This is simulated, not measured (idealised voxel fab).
Module name: voxel gate over fins (process module)
Cross-section cut: width 155 nm, square cells of 5 nm.
A cross-section in this document is a grid of square cells, and it is written down as bands, the top band listed before the ones below it; a band is made up of one or more rows of cells. For a band, the entry starts with two heights in nm, that of the top and then that of the bottom, and carries on with the band's materials in order from left to right, each alongside its width in nm; the word "all across" beside a single material means it fills the band edge to edge, and "empty" means empty space. For the purposes of this specification, 0 denotes the height below which the wafer in its as-received condition is composed wholly of one material, and the lowermost band, lacking a lower limit, extends downward without end, as expressed in "0 and below". A width given as "30..40" starts at the first number in the band's top row and ends at the second number in its bottom row, shifting by an equal amount at every step from row to row. Reading "no modifications" for a step: not a cell of the cross-section changed in it. "Cavities, closed": empty spaces of 8 cells or more with no open way to the top, each given as width x height at distance, distance from the left edge, all in nm. On each step's line, the part that comes after the settings is the simulator's own comment on the step. The line of a step may include "overlay nm". On a step with a mask, this value is how far to the right of its planned place the mask lay. A negative value means the mask lay to the left.
List of planned process steps
1,RECEIVE [material Si]
2,CONFORMAL_DEP [material SiN] [thk nm 5]
3,MASKED_ETCH [tone cover] [mask id FINS] [width nm 15] [pitch nm 50] [etch materials SiN] [depth nm 5] [overlay nm 0]
4,MASKED_ETCH [tone cover] [mask id FINS] [width nm 15] [pitch nm 50] [etch materials Si] [depth nm 30] [overlay nm 0]
5,FILL_DEP [material SiO2] [thk nm 5]
6,CMP [height nm 5]
7,DIRECTIONAL_DEP [material aC] [thk nm 10]
8,PATTERN [tone open] [mask id RAIL] [material resist] [width nm 15] [thk nm 30] [overlay nm 0]
9,DIRECTIONAL_ETCH [etch materials aC] [depth nm 10]
10,STRIP [etch materials resist]
11,DIRECTIONAL_ETCH [etch materials SiO2] [depth nm 30]
12,STRIP [etch materials aC]
13,CONFORMAL_DEP [material TiN] [thk nm 5]
14,FILL_DEP [material W] [thk nm 10]
15,CMP [height nm 5]
16,SELECTIVE_ETCH [etch materials W Ru TiN] [depth nm 20]
17,FILL_DEP [material SiO2] [thk nm 5]
18,CMP [height nm 5]
19,SELECTIVE_ETCH [etch materials SiO2] [depth nm 15]
20,STRIP [etch materials SiN]
21,CONFORMAL_DEP [material HfO2] [thk nm 5]
22,CONFORMAL_DEP [material TiN] [thk nm 5]
23,FILL_DEP [material W] [thk nm 10]
24,CMP [height nm 15]
25,CONFORMAL_DEP [material SiCN] [thk nm 10]
Cross-section of the incoming wafer, state after step 1
	0 and below: Si all across
	Cavities, closed: none
Cross-section, first of two wafers, end of module, run as planned
	25 down to 15: SiCN all across
	15 down to 10: W all across
	10 down to 5: 10 nm W | 35 nm TiN | 15 nm W | 35 nm TiN | 15 nm W | 35 nm TiN | 10 nm W
	5 down to 0: 10 nm W | 5 nm TiN | 25 nm HfO2 | 5 nm TiN | 15 nm W | 5 nm TiN | 25 nm HfO2 | 5 nm TiN | 15 nm W | 5 nm TiN | 25 nm HfO2 | 5 nm TiN | 10 nm W
	0 down to -5: 15 nm TiN | 5 nm HfO2 | 15 nm Si | 5 nm HfO2 | 25 nm TiN | 5 nm HfO2 | 15 nm Si | 5 nm HfO2 | 25 nm TiN | 5 nm HfO2 | 15 nm Si | 5 nm HfO2 | 15 nm TiN
	-5 down to -10: 20 nm HfO2 | 15 nm Si | 35 nm HfO2 | 15 nm Si | 35 nm HfO2 | 15 nm Si | 20 nm HfO2
	-10 down to -15: 20 nm SiO2 | 15 nm Si | 35 nm SiO2 | 15 nm Si | 35 nm SiO2 | 15 nm Si | 20 nm SiO2
	-15 down to -20: 20 nm SiO2 | 15 nm Si | 10 nm SiO2 | 5 nm TiN | 5 nm W | 5 nm TiN | 10 nm SiO2 | 15 nm Si | 35 nm SiO2 | 15 nm Si | 20 nm SiO2
	-20 down to -25: 20 nm SiO2 | 15 nm Si | 10 nm SiO2 | 15 nm TiN | 10 nm SiO2 | 15 nm Si | 35 nm SiO2 | 15 nm Si | 20 nm SiO2
	-25 down to -30: 20 nm SiO2 | 15 nm Si | 35 nm SiO2 | 15 nm Si | 35 nm SiO2 | 15 nm Si | 20 nm SiO2
	-30 and below: Si all across
	Cavities, closed: none
Here is the second of the two wafers cut open at the end of the module - same start, same plan as the first one, but we made one mistake running it
	25 down to 15: SiCN all across
	15 down to 10: W all across
	10 down to 5: 10 nm W | 35 nm TiN | 15 nm W | 35 nm TiN | 15 nm W | 35 nm TiN | 10 nm W
	5 down to 0: 10 nm W | 5 nm TiN | 25 nm HfO2 | 5 nm TiN | 15 nm W | 5 nm TiN | 25 nm HfO2 | 5 nm TiN | 15 nm W | 5 nm TiN | 25 nm HfO2 | 5 nm TiN | 10 nm W
	0 down to -5: 10 nm W | 5 nm TiN | 5 nm HfO2 | 15 nm Si | 5 nm HfO2 | 5 nm TiN | 15 nm W | 5 nm TiN | 5 nm HfO2 | 15 nm Si | 5 nm HfO2 | 5 nm TiN | 15 nm W | 5 nm TiN | 5 nm HfO2 | 15 nm Si | 5 nm HfO2 | 5 nm TiN | 10 nm W
	-5 down to -10: 10 nm W | 5 nm TiN | 5 nm HfO2 | 15 nm Si | 5 nm HfO2 | 25 nm TiN | 5 nm HfO2 | 15 nm Si | 5 nm HfO2 | 5 nm TiN | 15 nm W | 5 nm TiN | 5 nm HfO2 | 15 nm Si | 5 nm HfO2 | 5 nm TiN | 10 nm W
	-10 down to -15: 10 nm W | 5 nm TiN | 5 nm HfO2 | 15 nm Si | 35 nm HfO2 | 15 nm Si | 5 nm HfO2 | 5 nm TiN | 15 nm W | 5 nm TiN | 5 nm HfO2 | 15 nm Si | 5 nm HfO2 | 5 nm TiN | 10 nm W
	-15 down to -20: 15 nm TiN | 5 nm HfO2 | 15 nm Si | 10 nm HfO2 | 5 nm TiN | 5 nm W | 5 nm TiN | 10 nm HfO2 | 15 nm Si | 5 nm HfO2 | 25 nm TiN | 5 nm HfO2 | 15 nm Si | 5 nm HfO2 | 15 nm TiN
	-20 down to -25: 20 nm HfO2 | 15 nm Si | 10 nm HfO2 | 15 nm TiN | 10 nm HfO2 | 15 nm Si | 35 nm HfO2 | 15 nm Si | 20 nm HfO2
	-25 down to -30: 20 nm SiO2 | 15 nm Si | 35 nm SiO2 | 15 nm Si | 35 nm SiO2 | 15 nm Si | 20 nm SiO2
	-30 and below: Si all across
	Cavities, closed: none
So what did we get wrong on this run? the plan had its step 19 run twice
FYI, end of process, the second wafer has more or fewer cells of some materials than the first: 22 more of HfO2 | 60 fewer of SiO2 | 14 more of TiN | 24 more of W
